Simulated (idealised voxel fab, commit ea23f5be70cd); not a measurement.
Presented below is a process module, voxel quadruple lines.
Cross-section cut: width 275 nm, square cells of 5 nm.
Heads up, the way a cross-section reads in here is a grid of square cells, handed over as bands from the top down, with every band being one or more rows of cells.
Heights first: top, then bottom, in nm. Then materials, left to right, each with a width in nm. "edge to edge" on a single material: fills the band edge to edge. "blank": empty space.
A quick word on heights: they are counted from 0, and under that level the wafer as it came to us is one material throughout. The lowest band is different from the rest in having no bottom; it simply continues downward, written as in "top 0, no bottom".
You'd read "30..40" like this: the band's top row of cells is as wide as the first number, its bottom row is as wide as the second, and going down, every row changes width by the same amount as the row before did.
Take "all unchanged" at face value: in the step it is given for, the cross-section changed in none of its cells.
What "Closed internal voids" gives you is every empty space of 8 cells or more that is cut off from the top. Each appears as width x height at distance, with the distance taken from the left edge and width, height and distance all in nm.
It should be noted that, on the line of a given step, the content following the step's settings is a remark produced by the simulator itself with respect to that step.
overlay nm: right-of-plan distance of the mask on a masked step; negative values mean left-of-plan.
PLANNED STEP LIST FOR THE PROCESS
| 1 | RECEIVE (material Si) |
| 2 | CONFORMAL_DEP (material SiO2; thk nm 5) |
| 3 | DIRECTIONAL_DEP (material Ru; thk nm 15) |
| 4 | DIRECTIONAL_DEP (material polySi; thk nm 20) |
| 5 | DIRECTIONAL_DEP (material aC; thk nm 20) |
| 6 | PATTERN (tone cover; mask id MANDREL; material resist; width nm 30; thk nm 30; overlay nm 0) |
| 7 | DIRECTIONAL_ETCH (etch materials aC; depth nm 20) |
| 8 | STRIP (etch materials resist) |
| 9 | CONFORMAL_DEP (material SiO2; thk nm 10) |
| 10 | DIRECTIONAL_ETCH (etch materials SiO2; depth nm 10) |
| 11 | STRIP (etch materials aC) |
| 12 | DIRECTIONAL_ETCH (etch materials polySi; depth nm 20) |
| 13 | STRIP (etch materials SiO2) |
| 14 | CONFORMAL_DEP (material SiN; thk nm 10) |
| 15 | DIRECTIONAL_ETCH (etch materials SiN; depth nm 10) |
| 16 | STRIP (etch materials polySi) |
| 17 | DIRECTIONAL_ETCH (etch materials Ru; depth nm 15) |
| 18 | STRIP (etch materials SiN) |
WAFER CROSS-SECTION ON RECEIPT, I.E. AFTER STEP 1
  top 0, no bottom  Si edge to edge
  Closed internal voids: none
LOOKING AT THE FIRST OF TWO WAFERS IN CROSS-SECTION AT END OF MODULE - RAN TO PLAN
  top 20, bottom 5  blank: 100, then Ru: 10, then blank: 10, then Ru: 10, then blank: 10, then Ru: 10, then blank: 10, then Ru: 10, then blank: 105
  top 5, bottom 0  SiO2 edge to edge
  top 0, no bottom  Si edge to edge
  Closed internal voids: none
SO THIS IS WAFER NUMBER TWO OF THE TWO, CUT AT THE END OF THE MODULE - IT STARTED WHERE THE FIRST DID AND HAD THE SAME PLAN, WE JUST GOT ONE THING WRONG RUNNING IT
  top 20, bottom 5  blank: 100, then Ru: 10, then blank: 50, then Ru: 10, then blank: 105
  top 5, bottom 0  SiO2 edge to edge
  top 0, no bottom  Si edge to edge
  Closed internal voids: none
Which mistake was made when the wafer was run? steps 11 and 12 traded places in the executed sequence
at the end the second wafer has, in cells: Ru: 12 fewer
